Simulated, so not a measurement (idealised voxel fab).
The process module presented herein is designated voxel self aligned vias.
Cross-sectional view cut (width: 245 nm; square cell size: 5 nm).
Reading order for cross-sections: top band down to bottom band. Underlying form: a grid of square cells. Band size: one or more rows of cells. It is stipulated that each band's entry specify, in nanometres, the height of the top of the band and then that of its bottom, followed by the materials of the band in left-to-right sequence, each together with its width in nanometres. A single material marked by the word "throughout" is understood to fill the band from edge to edge; the word "empty" is understood to denote empty space. Ref level 0: as-received wafer is one material below here. Bottom band extends down with no lower bound ("top 0, no bottom"). Width spec "30->40" -> top row of cells at first value, bottom row at second value, equal per-row change in between. You'll sometimes find "nothing was modified" written for a step, and that's the way of saying that nowhere in the cross-section did a cell change during that step. You'll see "Sealed-off cavities" listing empty spaces that have no way open to the top, as long as they're 8 cells or more; the notation is width x height at distance, where the distance is from the left edge, and all of it is in nm. Whatever follows a step's settings on its line is a remark the simulator itself makes about that step. The optional step-line setting "overlay nm" applies to steps with a mask and quantifies how far to the right of its planned location the mask lay, a negative value indicating leftward placement.
-- So here's the lineup of process steps we planned
1 RECEIVE (material Si)
2 CONFORMAL_DEP (material SiO2; thk nm 15)
3 CONFORMAL_DEP (material SiCN; thk nm 5)
4 DIRECTIONAL_DEP (material lowk; thk nm 25)
5 DIRECTIONAL_DEP (material aC; thk nm 15)
6 PATTERN (tone open; mask id LINES; material resist; width nm 20; pitch nm 70; thk nm 30; overlay nm 0)
7 DIRECTIONAL_ETCH (etch materials aC; depth nm 15)
8 STRIP (etch materials resist)
9 DIRECTIONAL_ETCH (etch materials lowk; depth nm 25)
10 STRIP (etch materials aC)
11 CONFORMAL_DEP (material TiN; thk nm 5)
12 FILL_DEP (material W; thk nm 10)
13 CMP (height nm 45)
14 SELECTIVE_ETCH (etch materials W Ru TiN; depth nm 10)
15 FILL_DEP (material SiN; thk nm 5)
16 CMP (height nm 45)
17 DIRECTIONAL_DEP (material lowk; thk nm 20)
18 DIRECTIONAL_DEP (material aC; thk nm 15)
19 PATTERN (tone open; mask id VIAS; material resist; width nm 40; pitch nm 70; thk nm 35; overlay nm 0)
20 DIRECTIONAL_ETCH (etch materials aC; depth nm 15)
21 STRIP (etch materials resist)
22 DIRECTIONAL_ETCH (etch materials lowk; depth nm 20)
23 DIRECTIONAL_ETCH (etch materials SiN; depth nm 10)
24 STRIP (etch materials aC)
25 CONFORMAL_DEP (material TiN; thk nm 5)
26 FILL_DEP (material Cu; thk nm 5)
27 CMP (height nm 65)
28 CONFORMAL_DEP (material SiCN; thk nm 5)
-- The first of two wafers, run as planned
-- Step 1 complete: cross-section of the wafer as received
> top 0, no bottom  Si throughout
> Sealed-off cavities: none
-- Cross-sectional representation of the wafer at the conclusion of step 2
> top 15, bottom 0  SiO2 throughout
> Heights below 0 show no change.
-- Cross-sectional representation of the wafer at the conclusion of step 3
> top 20, bottom 15  SiCN throughout
> Heights below 15 show no change.
-- Cross-sectional representation of the wafer at the conclusion of step 4
> top 45, bottom 20  lowk throughout
> Heights below 20 show no change.
-- Cross-sectional representation of the wafer at the conclusion of step 5
> top 60, bottom 45  aC throughout
> Heights below 45 show no change.
-- Cross-sectional representation of the wafer at the conclusion of step 6
> top 90, bottom 60  resist 40 nm | empty 20 nm | resist 50 nm | empty 20 nm | resist 50 nm | empty 20 nm | resist 45 nm
> Heights below 60 show no change.
-- Cross-sectional representation of the wafer at the conclusion of step 7
> top 75, bottom 60  resist 40 nm | empty 20 nm | resist 50 nm | empty 20 nm | resist 50 nm | empty 20 nm | resist 45 nm
> top 60, bottom 45  aC 40 nm | empty 20 nm | aC 50 nm | empty 20 nm | aC 50 nm | empty 20 nm | aC 45 nm
> Heights below 45 show no change.
-- Cross-sectional representation of the wafer at the conclusion of step 8
> top 60, bottom 45  aC 40 nm | empty 20 nm | aC 50 nm | empty 20 nm | aC 50 nm | empty 20 nm | aC 45 nm
> Heights below 45 show no change.
-- Cross-sectional representation of the wafer at the conclusion of step 9
> top 60, bottom 45  aC 40 nm | empty 20 nm | aC 50 nm | empty 20 nm | aC 50 nm | empty 20 nm | aC 45 nm
> top 45, bottom 20  lowk 40 nm | empty 20 nm | lowk 50 nm | empty 20 nm | lowk 50 nm | empty 20 nm | lowk 45 nm
> Heights below 20 show no change.
-- Cross-sectional representation of the wafer at the conclusion of step 10
> top 45, bottom 20  lowk 40 nm | empty 20 nm | lowk 50 nm | empty 20 nm | lowk 50 nm | empty 20 nm | lowk 45 nm
> Heights below 20 show no change.
-- Cross-sectional representation of the wafer at the conclusion of step 11
> top 50, bottom 45  TiN 45 nm | empty 10 nm | TiN 60 nm | empty 10 nm | TiN 60 nm | empty 10 nm | TiN 50 nm
> top 45, bottom 25  lowk 40 nm | TiN 5 nm | empty 10 nm | TiN 5 nm | lowk 50 nm | TiN 5 nm | empty 10 nm | TiN 5 nm | lowk 50 nm | TiN 5 nm | empty 10 nm | TiN 5 nm | lowk 45 nm
> top 25, bottom 20  lowk 40 nm | TiN 20 nm | lowk 50 nm | TiN 20 nm | lowk 50 nm | TiN 20 nm | lowk 45 nm
> Heights below 20 show no change.
-- Cross-sectional representation of the wafer at the conclusion of step 12
> top 60, bottom 50  W throughout
> top 50, bottom 45  TiN 45 nm | W 10 nm | TiN 60 nm | W 10 nm | TiN 60 nm | W 10 nm | TiN 50 nm
> top 45, bottom 25  lowk 40 nm | TiN 5 nm | W 10 nm | TiN 5 nm | lowk 50 nm | TiN 5 nm | W 10 nm | TiN 5 nm | lowk 50 nm | TiN 5 nm | W 10 nm | TiN 5 nm | lowk 45 nm
> Heights below 25 show no change.
-- Cross-sectional representation of the wafer at the conclusion of step 13
> top 45, bottom 25  lowk 40 nm | TiN 5 nm | W 10 nm | TiN 5 nm | lowk 50 nm | TiN 5 nm | W 10 nm | TiN 5 nm | lowk 50 nm | TiN 5 nm | W 10 nm | TiN 5 nm | lowk 45 nm
> Heights below 25 show no change.
-- Cross-sectional representation of the wafer at the conclusion of step 14
> top 45, bottom 35  lowk 40 nm | empty 20 nm | lowk 50 nm | empty 20 nm | lowk 50 nm | empty 20 nm | lowk 45 nm
> Heights below 35 show no change.
-- Cross-sectional representation of the wafer at the conclusion of step 15
> top 50, bottom 45  SiN throughout
> top 45, bottom 35  lowk 40 nm | SiN 20 nm | lowk 50 nm | SiN 20 nm | lowk 50 nm | SiN 20 nm | lowk 45 nm
> Heights below 35 show no change.
-- Cross-sectional representation of the wafer at the conclusion of step 16
> top 45, bottom 35  lowk 40 nm | SiN 20 nm | lowk 50 nm | SiN 20 nm | lowk 50 nm | SiN 20 nm | lowk 45 nm
> Heights below 35 show no change.
-- Cross-sectional representation of the wafer at the conclusion of step 17
> top 65, bottom 45  lowk throughout
> Heights below 45 show no change.
-- Cross-sectional representation of the wafer at the conclusion of step 18
> top 80, bottom 65  aC throughout
> Heights below 65 show no change.
-- Cross-sectional representation of the wafer at the conclusion of step 19
> top 115, bottom 80  resist 30 nm | empty 40 nm | resist 30 nm | empty 40 nm | resist 30 nm | empty 40 nm | resist 35 nm
> Heights below 80 show no change.
-- Cross-sectional representation of the wafer at the conclusion of step 20
> top 100, bottom 80  resist 30 nm | empty 40 nm | resist 30 nm | empty 40 nm | resist 30 nm | empty 40 nm | resist 35 nm
> top 80, bottom 65  aC 30 nm | empty 40 nm | aC 30 nm | empty 40 nm | aC 30 nm | empty 40 nm | aC 35 nm
> Heights below 65 show no change.
-- Cross-sectional representation of the wafer at the conclusion of step 21
> top 80, bottom 65  aC 30 nm | empty 40 nm | aC 30 nm | empty 40 nm | aC 30 nm | empty 40 nm | aC 35 nm
> Heights below 65 show no change.
-- Cross-sectional representation of the wafer at the conclusion of step 22
> top 80, bottom 65  aC 30 nm | empty 40 nm | aC 30 nm | empty 40 nm | aC 30 nm | empty 40 nm | aC 35 nm
> top 65, bottom 45  lowk 30 nm | empty 40 nm | lowk 30 nm | empty 40 nm | lowk 30 nm | empty 40 nm | lowk 35 nm
> Heights below 45 show no change.
-- Cross-sectional representation of the wafer at the conclusion of step 23
> top 80, bottom 65  aC 30 nm | empty 40 nm | aC 30 nm | empty 40 nm | aC 30 nm | empty 40 nm | aC 35 nm
> top 65, bottom 45  lowk 30 nm | empty 40 nm | lowk 30 nm | empty 40 nm | lowk 30 nm | empty 40 nm | lowk 35 nm
> top 45, bottom 35  lowk 40 nm | empty 20 nm | lowk 50 nm | empty 20 nm | lowk 50 nm | empty 20 nm | lowk 45 nm
> Heights below 35 show no change.
-- Cross-sectional representation of the wafer at the conclusion of step 24
> top 65, bottom 45  lowk 30 nm | empty 40 nm | lowk 30 nm | empty 40 nm | lowk 30 nm | empty 40 nm | lowk 35 nm
> Heights below 45 show no change.
-- Cross-sectional representation of the wafer at the conclusion of step 25
> top 70, bottom 65  TiN 35 nm | empty 30 nm | TiN 40 nm | empty 30 nm | TiN 40 nm | empty 30 nm | TiN 40 nm
> top 65, bottom 50  lowk 30 nm | TiN 5 nm | empty 30 nm | TiN 5 nm | lowk 30 nm | TiN 5 nm | empty 30 nm | TiN 5 nm | lowk 30 nm | TiN 5 nm | empty 30 nm | TiN 5 nm | lowk 35 nm
> top 50, bottom 40  lowk 30->40 nm | TiN 15->5 nm | empty 10 nm | TiN 15->5 nm | lowk 30->50 nm | TiN 15->5 nm | empty 10 nm | TiN 15->5 nm | lowk 30->50 nm | TiN 15->5 nm | empty 10 nm | TiN 15->5 nm | lowk 35->45 nm
> top 40, bottom 35  lowk 40 nm | TiN 20 nm | lowk 50 nm | TiN 20 nm | lowk 50 nm | TiN 20 nm | lowk 45 nm
> Heights below 35 show no change.
-- Cross-sectional representation of the wafer at the conclusion of step 26
> top 75, bottom 70  Cu throughout
> top 70, bottom 65  TiN 35 nm | Cu 30 nm | TiN 40 nm | Cu 30 nm | TiN 40 nm | Cu 30 nm | TiN 40 nm
> top 65, bottom 50  lowk 30 nm | TiN 5 nm | Cu 30 nm | TiN 5 nm | lowk 30 nm | TiN 5 nm | Cu 30 nm | TiN 5 nm | lowk 30 nm | TiN 5 nm | Cu 30 nm | TiN 5 nm | lowk 35 nm
> top 50, bottom 40  lowk 30->40 nm | TiN 15->5 nm | Cu 10 nm | TiN 15->5 nm | lowk 30->50 nm | TiN 15->5 nm | Cu 10 nm | TiN 15->5 nm | lowk 30->50 nm | TiN 15->5 nm | Cu 10 nm | TiN 15->5 nm | lowk 35->45 nm
> Heights below 40 show no change.
-- Cross-sectional representation of the wafer at the conclusion of step 27
> top 65, bottom 50  lowk 30 nm | TiN 5 nm | Cu 30 nm | TiN 5 nm | lowk 30 nm | TiN 5 nm | Cu 30 nm | TiN 5 nm | lowk 30 nm | TiN 5 nm | Cu 30 nm | TiN 5 nm | lowk 35 nm
> Heights below 50 show no change.
-- Cross-sectional representation of the wafer at the conclusion of step 28
> top 70, bottom 65  SiCN throughout
> Heights below 65 show no change.
-- Okay, second wafer. Nothing different at the start, nothing different in the plan, just one mistake somewhere in the running. As far as step 18, counting that step, it's the first wafer all over again
-- X-section, second wafer, when step 19 was due to finish
> top 115, bottom 80  resist 30 nm | empty 45 nm | resist 25 nm | empty 45 nm | resist 25 nm | empty 45 nm | resist 30 nm
> Heights below 80 show no change.
-- X-section, second wafer, when step 20 was due to finish
> top 100, bottom 80  resist 30 nm | empty 45 nm | resist 25 nm | empty 45 nm | resist 25 nm | empty 45 nm | resist 30 nm
> top 80, bottom 65  aC 30 nm | empty 45 nm | aC 25 nm | empty 45 nm | aC 25 nm | empty 45 nm | aC 30 nm
> Heights below 65 show no change.
-- X-section, second wafer, when step 21 was due to finish
> top 80, bottom 65  aC 30 nm | empty 45 nm | aC 25 nm | empty 45 nm | aC 25 nm | empty 45 nm | aC 30 nm
> Heights below 65 show no change.
-- X-section, second wafer, when step 22 was due to finish
> top 80, bottom 65  aC 30 nm | empty 45 nm | aC 25 nm | empty 45 nm | aC 25 nm | empty 45 nm | aC 30 nm
> top 65, bottom 45  lowk 30 nm | empty 45 nm | lowk 25 nm | empty 45 nm | lowk 25 nm | empty 45 nm | lowk 30 nm
> Heights below 45 show no change.
-- X-section, second wafer, when step 23 was due to finish
> top 80, bottom 65  aC 30 nm | empty 45 nm | aC 25 nm | empty 45 nm | aC 25 nm | empty 45 nm | aC 30 nm
> top 65, bottom 45  lowk 30 nm | empty 45 nm | lowk 25 nm | empty 45 nm | lowk 25 nm | empty 45 nm | lowk 30 nm
> top 45, bottom 35  lowk 40 nm | empty 20 nm | lowk 50 nm | empty 20 nm | lowk 50 nm | empty 20 nm | lowk 45 nm
> Heights below 35 show no change.
-- X-section, second wafer, when step 24 was due to finish
> top 65, bottom 45  lowk 30 nm | empty 45 nm | lowk 25 nm | empty 45 nm | lowk 25 nm | empty 45 nm | lowk 30 nm
> Heights below 45 show no change.
-- X-section, second wafer, when step 25 was due to finish
> top 70, bottom 65  TiN 35 nm | empty 35 nm | TiN 35 nm | empty 35 nm | TiN 35 nm | empty 35 nm | TiN 35 nm
> top 65, bottom 50  lowk 30 nm | TiN 5 nm | empty 35 nm | TiN 5 nm | lowk 25 nm | TiN 5 nm | empty 35 nm | TiN 5 nm | lowk 25 nm | TiN 5 nm | empty 35 nm | TiN 5 nm | lowk 30 nm
> top 50, bottom 40  lowk 30->40 nm | TiN 15->5 nm | empty 10 nm | TiN 20->5 nm | lowk 25->50 nm | TiN 15->5 nm | empty 10 nm | TiN 20->5 nm | lowk 25->50 nm | TiN 15->5 nm | empty 10 nm | TiN 20->5 nm | lowk 30->45 nm
> top 40, bottom 35  lowk 40 nm | TiN 20 nm | lowk 50 nm | TiN 20 nm | lowk 50 nm | TiN 20 nm | lowk 45 nm
> Heights below 35 show no change.
-- X-section, second wafer, when step 26 was due to finish
> top 75, bottom 70  Cu throughout
> top 70, bottom 65  TiN 35 nm | Cu 35 nm | TiN 35 nm | Cu 35 nm | TiN 35 nm | Cu 35 nm | TiN 35 nm
> top 65, bottom 50  lowk 30 nm | TiN 5 nm | Cu 35 nm | TiN 5 nm | lowk 25 nm | TiN 5 nm | Cu 35 nm | TiN 5 nm | lowk 25 nm | TiN 5 nm | Cu 35 nm | TiN 5 nm | lowk 30 nm
> top 50, bottom 40  lowk 30->40 nm | TiN 15->5 nm | Cu 10 nm | TiN 20->5 nm | lowk 25->50 nm | TiN 15->5 nm | Cu 10 nm | TiN 20->5 nm | lowk 25->50 nm | TiN 15->5 nm | Cu 10 nm | TiN 20->5 nm | lowk 30->45 nm
> Heights below 40 show no change.
-- X-section, second wafer, when step 27 was due to finish
> top 65, bottom 50  lowk 30 nm | TiN 5 nm | Cu 35 nm | TiN 5 nm | lowk 25 nm | TiN 5 nm | Cu 35 nm | TiN 5 nm | lowk 25 nm | TiN 5 nm | Cu 35 nm | TiN 5 nm | lowk 30 nm
> Heights below 50 show no change.
-- X-section, second wafer, when step 28 was due to finish
> top 70, bottom 65  SiCN throughout
> Heights below 65 show no change.
What was done differently from what was planned? step 19 deviated from plan and actually ran as PATTERN (tone open; mask id VIAS; material resist; width nm 45; pitch nm 70; thk nm 35; overlay nm 0)
Wrapping up, a cell-based count of both wafers puts the second over or under the first for these materials: Cu: 9 more | TiN: 3 more | lowk: 12 fewer
